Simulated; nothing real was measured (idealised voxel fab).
A process module follows: voxel plated lines.
The figure presents cross-section cut, which has a width of 210 nm and is divided into square cells with an edge length of 5 nm.
When this document writes out a cross-section, it uses a grid of square cells and lists it as bands, beginning at the top and moving down, with a band standing for one or more rows of cells.
Look at the band entry: it leads with the top's height and the bottom's height in nm. Then it lists the materials left to right, with a width in nm for each. The word "throughout" on a single material says that material fills the band edge to edge. The word "empty" is empty space.
Note: height 0 marks the level under which the wafer is uniformly one material as received. Lowest band unbounded below, written "0 -> down".
Top row gets the first number, bottom row gets the second, and each row in between changes by the same step: that is how a band width like "30..40" works.
No cell of the cross-section changed in a step that is given as "nothing got changed".
Basically, "Enclosed void inventory" tells you about the enclosed voids: empty spaces with no open way to the top, 8 cells or bigger, each written width x height at distance, where distance is from the left edge, all in nm.
Formally, on a step line, whatever follows the settings is a remark that the simulator itself makes on the step.
overlay nm: where the mask lay relative to plan, measured to the right, on steps with a mask; negatives go left.

Here's what the planned process steps look like:
1. RECEIVE (material Si)
2. CONFORMAL_DEP (material Al2O3; thk nm 10)
3. DIRECTIONAL_DEP (material TiN; thk nm 5)
4. PATTERN (tone open; mask id LINES; material resist; width nm 25; pitch nm 40; thk nm 40; overlay nm 0)
5. EPI (material Ru; thk nm 10)
6. EPI (material Ru; thk nm 10)
7. EPI (material Ru; thk nm 10)
8. STRIP (etch materials resist)
9. DIRECTIONAL_ETCH (etch materials TiN; depth nm 5)
10. CONFORMAL_DEP (material SiN; thk nm 10)

Step 1 complete: cross-section of the wafer as received:
0 -> down: Si throughout
Enclosed void inventory: none

The following cross-section depicts the wafer upon conclusion of the module. Processing commenced from the starting condition illustrated above and adhered to the plan illustrated above, save for one mistake in execution:
65 -> 55: 60 nm empty, then 85 nm SiN, then 65 nm empty
55 -> 20: 60 nm empty, then 10 nm SiN, then 25 nm Ru, then 15 nm SiN, then 25 nm Ru, then 10 nm SiN, then 65 nm empty
20 -> 15: 70 nm SiN, then 25 nm Ru, then 15 nm SiN, then 25 nm Ru, then 75 nm SiN
15 -> 10: 70 nm SiN, then 25 nm TiN, then 15 nm SiN, then 25 nm TiN, then 75 nm SiN
10 -> 0: Al2O3 throughout
0 -> down: Si throughout
Enclosed void inventory: none
what went wrong: one of the identical steps 5, 6 and 7 was run twice, but which one cannot be determined
